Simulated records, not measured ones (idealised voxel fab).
Proc. module: voxel ribs on slabs
Cross-sectional view cut (width: 165 nm; square cell size: 5 nm).
Cross-section spec: square-cell grid; bands listed top down; each band is one or more rows.
Basically the band line says how high the top is and how high the bottom is, in nm, and then what's in it from left to right, every material with its width in nm. Empty space shows up as "empty", and if a single material carries "throughout" it runs the full band edge to edge.
Ref level 0: as-received wafer is one material below here. Bottom band extends down with no lower bound ("0 -> down").
Width: "30->40" (first number = top row, second number = bottom row, same change from row to row of cells).
Where the words "nothing different" appear for a step, the cross-section shows no cell changed by that step; every cell remained as before.
For the entry "Fully sealed voids", the listed items are empty spaces with no open way to the top whose size is 8 cells or more; each item follows the pattern width x height at distance, where distance is from the left edge and all three are in nm.
On a step's line, text after the settings is the simulator commenting on that step.
The "overlay nm" setting may appear on a step's line; for a step that uses a mask, it gives how far to the right of its planned position the mask lay, and a negative value indicates the left.
**The following list gives the planned process steps**
1) RECEIVE, material Si
2) DIRECTIONAL_DEP, material SiO2, thk nm 30
3) DIRECTIONAL_DEP, material SiN, thk nm 25
4) MASKED_ETCH, tone cover, mask id RIB, width nm 25, etch materials SiN, depth nm 15, overlay nm 0
5) DIRECTIONAL_DEP, material aC, thk nm 15
6) PATTERN, tone cover, mask id SLAB, material resist, width nm 55, thk nm 30, overlay nm 0
7) DIRECTIONAL_ETCH, etch materials aC, depth nm 15
8) STRIP, etch materials resist
9) DIRECTIONAL_ETCH, etch materials SiN, depth nm 10
10) STRIP, etch materials aC
11) FILL_DEP, material SiO2, thk nm 15
12) CMP, height nm 65
13) DIRECTIONAL_DEP, material W, thk nm 5
14) PATTERN, tone cover, mask id HEATER, material resist, width nm 35, thk nm 20, overlay nm 0
15) DIRECTIONAL_ETCH, etch materials W, depth nm 5
16) STRIP, etch materials resist
17) CONFORMAL_DEP, material SiO2, thk nm 5
**Wafer as received: cross-section following step 1**
* 0 -> down = Si throughout
* Fully sealed voids: none
**Looking at the first of two wafers in cross-section at end of module - ran to plan**
* 75 -> 70 = 60 nm empty; 45 nm SiO2; 60 nm empty
* 70 -> 65 = 65 nm SiO2; 35 nm W; 65 nm SiO2
* 65 -> 55 = SiO2 throughout
* 55 -> 40 = 70 nm SiO2; 25 nm SiN; 70 nm SiO2
* 40 -> 30 = 55 nm SiO2; 55 nm SiN; 55 nm SiO2
* 30 -> 0 = SiO2 throughout
* 0 -> down = Si throughout
* Fully sealed voids: none
**Second wafer of the two, sectioned at the end of the module. It began like the first and followed the same plan, but one mistake was made while running it**
* 75 -> 70 = 60 nm empty; 45 nm SiN; 60 nm empty
* 70 -> 65 = 65 nm SiN; 35 nm W; 65 nm SiN
* 65 -> 55 = SiO2 throughout
* 55 -> 40 = 70 nm SiO2; 25 nm SiN; 70 nm SiO2
* 40 -> 30 = 55 nm SiO2; 55 nm SiN; 55 nm SiO2
* 30 -> 0 = SiO2 throughout
* 0 -> down = Si throughout
* Fully sealed voids: none
Against the plan, the run slipped here: in deviation from the planned setting, step 17 was conducted as CONFORMAL_DEP, material SiN, thk nm 5
End check, counted in cells, second wafer has more or fewer of these materials than the first: 35 more of SiN | 35 fewer of SiO2
